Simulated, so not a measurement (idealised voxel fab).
process module | voxel gate over fins
cross-section cut | 195 nm wide | cells 5 nm
A cross-section is a grid of square cells, given in bands from the top down. A band is one or more rows of cells.
Each band's line starts with the height of the band's top and of its bottom, in nm. Then come its materials from left to right, each with its width in nm. One material with "throughout" fills the band from edge to edge. "air" is empty space.
Height 0 is the level under which the wafer as received is all one material. The lowest band goes on downwards, as in "0 down".
A width such as "30 to 40" changes by the same amount from each row of cells to the next, from the band's top row to its bottom row.
"no change" after a step means that no cell of the cross-section changed.
closed voids: empty space of 8 cells or more with no open way to the top, each as width x height at its distance from the left edge, in nm
after a step's settings: what the simulator itself notes on the step
overlay nm, on a step with a mask: how far to the right of its planned place the mask lay; to the left if negative
plan
1 op RECEIVE | material Si
2 op CONFORMAL_DEP | material SiN | thk nm 5
3 op PATTERN | tone cover | mask id FINS | material resist | width nm 15 | pitch nm 40 | thk nm 15 | overlay nm 0
4 op DIRECTIONAL_ETCH | etch materials SiN | depth nm 5
5 op DIRECTIONAL_ETCH | etch materials Si | depth nm 40
6 op STRIP | etch materials resist
7 op FILL_DEP | material SiO2 | thk nm 10
8 op CMP | height nm 5
9 op SELECTIVE_ETCH | etch materials SiO2 | depth nm 20
10 op STRIP | etch materials SiN
11 op CONFORMAL_DEP | material HfO2 | thk nm 5
12 op CONFORMAL_DEP | material TiN | thk nm 5
13 op CONFORMAL_DEP | material TiAl | thk nm 5
14 op CONFORMAL_DEP | material TiN | thk nm 5
15 op FILL_DEP | material W | thk nm 15
16 op CMP | height nm 30
17 op CONFORMAL_DEP | material SiN | thk nm 5
first wafer, as planned
as received, after step 1
  0 down: Si throughout
  closed voids: none
after step 2
  5 to 0: SiN throughout
  below 0: unchanged
after step 3
  20 to 5: air 50 | resist 15 | air 25 | resist 15 | air 25 | resist 15 | air 50
  below 5: unchanged
after step 4
  20 to 5: air 50 | resist 15 | air 25 | resist 15 | air 25 | resist 15 | air 50
  5 to 0: air 50 | SiN 15 | air 25 | SiN 15 | air 25 | SiN 15 | air 50
  below 0: unchanged
after step 5
  20 to 5: air 50 | resist 15 | air 25 | resist 15 | air 25 | resist 15 | air 50
  5 to 0: air 50 | SiN 15 | air 25 | SiN 15 | air 25 | SiN 15 | air 50
  0 to -40: air 50 | Si 15 | air 25 | Si 15 | air 25 | Si 15 | air 50
  below -40: unchanged
after step 6
  5 to 0: air 50 | SiN 15 | air 25 | SiN 15 | air 25 | SiN 15 | air 50
  below 0: unchanged
after step 7
  15 to 5: SiO2 throughout
  5 to 0: SiO2 50 | SiN 15 | SiO2 25 | SiN 15 | SiO2 25 | SiN 15 | SiO2 50
  0 to -40: SiO2 50 | Si 15 | SiO2 25 | Si 15 | SiO2 25 | Si 15 | SiO2 50
  below -40: unchanged
after step 8
  5 to 0: SiO2 50 | SiN 15 | SiO2 25 | SiN 15 | SiO2 25 | SiN 15 | SiO2 50
  below 0: unchanged
after step 9
  5 to 0: air 50 | SiN 15 | air 25 | SiN 15 | air 25 | SiN 15 | air 50
  0 to -15: air 50 | Si 15 | air 25 | Si 15 | air 25 | Si 15 | air 50
  below -15: unchanged
after step 10
  0 to -15: air 50 | Si 15 | air 25 | Si 15 | air 25 | Si 15 | air 50
  below -15: unchanged
after step 11
  5 to 0: air 45 | HfO2 25 | air 15 | HfO2 25 | air 15 | HfO2 25 | air 45
  0 to -10: air 45 | HfO2 5 | Si 15 | HfO2 5 | air 15 | HfO2 5 | Si 15 | HfO2 5 | air 15 | HfO2 5 | Si 15 | HfO2 5 | air 45
  -10 to -15: HfO2 50 | Si 15 | HfO2 25 | Si 15 | HfO2 25 | Si 15 | HfO2 50
  below -15: unchanged
after step 12
  10 to 5: air 40 | TiN 35 | air 5 | TiN 35 | air 5 | TiN 35 | air 40
  5 to 0: air 40 | TiN 5 | HfO2 25 | TiN 5 | air 5 | TiN 5 | HfO2 25 | TiN 5 | air 5 | TiN 5 | HfO2 25 | TiN 5 | air 40
  0 to -5: air 40 | TiN 5 | HfO2 5 | Si 15 | HfO2 5 | TiN 5 | air 5 | TiN 5 | HfO2 5 | Si 15 | HfO2 5 | TiN 5 | air 5 | TiN 5 | HfO2 5 | Si 15 | HfO2 5 | TiN 5 | air 40
  -5 to -10: TiN 45 | HfO2 5 | Si 15 | HfO2 5 | TiN 15 | HfO2 5 | Si 15 | HfO2 5 | TiN 15 | HfO2 5 | Si 15 | HfO2 5 | TiN 45
  below -10: unchanged
after step 13
  15 to 10: air 35 | TiAl 125 | air 35
  10 to 5: air 35 | TiAl 5 | TiN 35 | TiAl 5 | TiN 35 | TiAl 5 | TiN 35 | TiAl 5 | air 35
  5 to 0: air 35 | TiAl 5 | TiN 5 | HfO2 25 | TiN 5 | TiAl 5 | TiN 5 | HfO2 25 | TiN 5 | TiAl 5 | TiN 5 | HfO2 25 | TiN 5 | TiAl 5 | air 35
  0 to -5: TiAl 40 | TiN 5 | HfO2 5 | Si 15 | HfO2 5 | TiN 5 | TiAl 5 | TiN 5 | HfO2 5 | Si 15 | HfO2 5 | TiN 5 | TiAl 5 | TiN 5 | HfO2 5 | Si 15 | HfO2 5 | TiN 5 | TiAl 40
  below -5: unchanged
after step 14
  20 to 15: air 30 | TiN 135 | air 30
  15 to 10: air 30 | TiN 5 | TiAl 125 | TiN 5 | air 30
  10 to 5: air 30 | TiN 5 | TiAl 5 | TiN 35 | TiAl 5 | TiN 35 | TiAl 5 | TiN 35 | TiAl 5 | TiN 5 | air 30
  5 to 0: TiN 35 | TiAl 5 | TiN 5 | HfO2 25 | TiN 5 | TiAl 5 | TiN 5 | HfO2 25 | TiN 5 | TiAl 5 | TiN 5 | HfO2 25 | TiN 5 | TiAl 5 | TiN 35
  below 0: unchanged
after step 15
  35 to 20: W throughout
  20 to 15: W 30 | TiN 135 | W 30
  15 to 10: W 30 | TiN 5 | TiAl 125 | TiN 5 | W 30
  10 to 5: W 30 | TiN 5 | TiAl 5 | TiN 35 | TiAl 5 | TiN 35 | TiAl 5 | TiN 35 | TiAl 5 | TiN 5 | W 30
  below 5: unchanged
after step 16
  30 to 20: W throughout
  below 20: unchanged
after step 17
  35 to 30: SiN throughout
  below 30: unchanged
second wafer: like start, like plan, one mistake. Through step 1 it matches the first wafer
when step 2 should have ended
  5 to 0: W throughout
  below 0: unchanged
when step 3 should have ended
  20 to 5: air 50 | resist 15 | air 25 | resist 15 | air 25 | resist 15 | air 50
  below 5: unchanged
when step 4 should have ended: no change
when step 5 should have ended: no change
when step 6 should have ended
  5 to 0: W throughout
  below 0: unchanged
when step 7 should have ended
  15 to 5: SiO2 throughout
  below 5: unchanged
when step 8 should have ended
  5 to 0: W throughout
  below 0: unchanged
when step 9 should have ended: no change
when step 10 should have ended: no change
when step 11 should have ended
  10 to 5: HfO2 throughout
  below 5: unchanged
when step 12 should have ended
  15 to 10: TiN throughout
  below 10: unchanged
when step 13 should have ended
  20 to 15: TiAl throughout
  below 15: unchanged
when step 14 should have ended
  25 to 20: TiN throughout
  below 20: unchanged
when step 15 should have ended
  40 to 25: W throughout
  below 25: unchanged
when step 16 should have ended
  30 to 25: W throughout
  below 25: unchanged
when step 17 should have ended
  35 to 30: SiN throughout
  below 30: unchanged
what went wrong: step 2 ran as: op CONFORMAL_DEP | material W | thk nm 5
at the end the second wafer has, in cells: 18 fewer of HfO2 | 240 more of Si | 150 fewer of SiO2 | 12 fewer of TiAl | 24 fewer of TiN | 36 fewer of W
